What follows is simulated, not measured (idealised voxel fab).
process module | voxel capacitor over wiring
cross-section cut | 145 nm wide | cells 5 nm
A cross-section is a grid of square cells, given in bands from the top down. A band is one or more rows of cells.
Each band's line starts with the height of the band's top and of its bottom, in nm. Then come its materials from left to right, each with its width in nm. One material with "throughout" fills the band from edge to edge. "air" is empty space.
Height 0 is the level under which the wafer as received is all one material. The lowest band goes on downwards, as in "0 down".
A width such as "30 to 40" changes by the same amount from each row of cells to the next, from the band's top row to its bottom row.
"no change" after a step means that no cell of the cross-section changed.
closed voids: empty space of 8 cells or more with no open way to the top, each as width x height at its distance from the left edge, in nm
after a step's settings: what the simulator itself notes on the step
overlay nm, on a step with a mask: how far to the right of its planned place the mask lay; to the left if negative
plan
1 op RECEIVE | material Si
2 op CONFORMAL_DEP | material SiO2 | thk nm 15
3 op CONFORMAL_DEP | material SiN | thk nm 5
4 op DIRECTIONAL_DEP | material SiO2 | thk nm 15
5 op MASKED_ETCH | tone open | mask id METAL_1 | width nm 25 | pitch nm 75 | etch materials SiO2 | depth nm 15 | overlay nm 0
6 op MASKED_ETCH | tone open | mask id METAL_1 | width nm 15 | pitch nm 75 | etch materials SiN | depth nm 5 | overlay nm 0
7 op CONFORMAL_DEP | material TiN | thk nm 5
8 op FILL_DEP | material Ru | thk nm 10
9 op CMP | height nm 35
10 op CONFORMAL_DEP | material SiCN | thk nm 5
11 op DIRECTIONAL_DEP | material lowk | thk nm 15
12 op PATTERN | tone open | mask id PLUG_1 | material resist | width nm 15 | thk nm 15 | overlay nm 0
13 op DIRECTIONAL_ETCH | etch materials lowk | depth nm 15
14 op DIRECTIONAL_ETCH | etch materials SiCN | depth nm 5
15 op STRIP | etch materials resist
16 op EPI | material Ru | thk nm 10
17 op EPI | material Ru | thk nm 10
18 op DIRECTIONAL_DEP | material TiN | thk nm 5
19 op DIRECTIONAL_DEP | material HfO2 | thk nm 5
20 op DIRECTIONAL_DEP | material TiN | thk nm 10
21 op DIRECTIONAL_DEP | material aC | thk nm 15
22 op PATTERN | tone cover | mask id UPPER_PLATE | material resist | width nm 55 | thk nm 30 | overlay nm 0
23 op DIRECTIONAL_ETCH | etch materials aC | depth nm 15
24 op STRIP | etch materials resist
25 op DIRECTIONAL_ETCH | etch materials TiN | depth nm 10
26 op DIRECTIONAL_ETCH | etch materials HfO2 | depth nm 5
27 op STRIP | etch materials aC
28 op MASKED_ETCH | tone cover | mask id LOWER_PLATE | width nm 65 | etch materials TiN | depth nm 5 | overlay nm 0
29 op FILL_DEP | material SiO2 | thk nm 15
30 op CMP | height nm 85
31 op MASKED_ETCH | tone open | mask id PLUG_2 | width nm 15 | etch materials SiO2 | depth nm 10 | overlay nm 0
32 op CONFORMAL_DEP | material TiN | thk nm 5
33 op FILL_DEP | material W | thk nm 5
34 op CMP | height nm 85
35 op CONFORMAL_DEP | material SiN | thk nm 5
varied across the wafers: width nm of step 6. The plan shows the first wafer's value. All wafers start alike
first wafer as received, after step 1
  0 down: Si throughout
  closed voids: none
first wafer at the end, after step 35
  90 to 85: SiN throughout
  85 to 80: SiO2 40 | TiN 5 | W 5 | TiN 5 | SiO2 90
  80 to 75: SiO2 40 | TiN 15 | SiO2 90
  75 to 65: SiO2 30 | TiN 55 | SiO2 60
  65 to 60: SiO2 30 | HfO2 55 | SiO2 60
  60 to 55: SiO2 25 | TiN 65 | SiO2 55
  55 to 40: lowk 30 | Ru 15 | lowk 100
  40 to 35: SiCN 30 | Ru 15 | SiCN 100
  35 to 25: SiO2 20 | TiN 5 | Ru 15 | TiN 5 | SiO2 50 | TiN 5 | Ru 15 | TiN 5 | SiO2 25
  25 to 20: SiO2 20 | TiN 10 | Ru 5 | TiN 10 | SiO2 50 | TiN 10 | Ru 5 | TiN 10 | SiO2 25
  20 to 15: SiN 25 | TiN 15 | SiN 60 | TiN 15 | SiN 30
  15 to 0: SiO2 throughout
  0 down: Si throughout
  closed voids: none
last wafer at the end
  90 to 85: SiN throughout
  85 to 80: SiO2 40 | TiN 5 | W 5 | TiN 5 | SiO2 90
  80 to 75: SiO2 40 | TiN 15 | SiO2 90
  75 to 65: SiO2 30 | TiN 55 | SiO2 60
  65 to 60: SiO2 30 | HfO2 55 | SiO2 60
  60 to 55: SiO2 25 | TiN 65 | SiO2 55
  55 to 40: lowk 30 | Ru 15 | lowk 100
  40 to 35: SiCN 30 | Ru 15 | SiCN 100
  35 to 20: SiO2 20 | TiN 5 | Ru 15 | TiN 5 | SiO2 50 | TiN 5 | Ru 15 | TiN 5 | SiO2 25
  20 to 15: SiN 20 | TiN 25 | SiN 50 | TiN 25 | SiN 25
  15 to 0: SiO2 throughout
  0 down: Si throughout
  closed voids: none
each wafer at the end: cells of each material gained (+) or lost (-) since it was received, then its closed voids
width nm 15 | +11 HfO2 | +26 Ru | +26 SiCN | +52 SiN | +266 SiO2 | +62 TiN | +1 W | +78 lowk | closed voids: none
width nm 20 | +11 HfO2 | +28 Ru | +26 SiCN | +50 SiN | +266 SiO2 | +62 TiN | +1 W | +78 lowk | closed voids: none
width nm 25 | +11 HfO2 | +30 Ru | +26 SiCN | +48 SiN | +266 SiO2 | +62 TiN | +1 W | +78 lowk | closed voids: none
width nm 30 | +11 HfO2 | +30 Ru | +26 SiCN | +48 SiN | +266 SiO2 | +62 TiN | +1 W | +78 lowk | closed voids: none
width nm 35 | +11 HfO2 | +30 Ru | +26 SiCN | +48 SiN | +266 SiO2 | +62 TiN | +1 W | +78 lowk | closed voids: none
width nm 40 | +11 HfO2 | +30 Ru | +26 SiCN | +48 SiN | +266 SiO2 | +62 TiN | +1 W | +78 lowk | closed voids: none
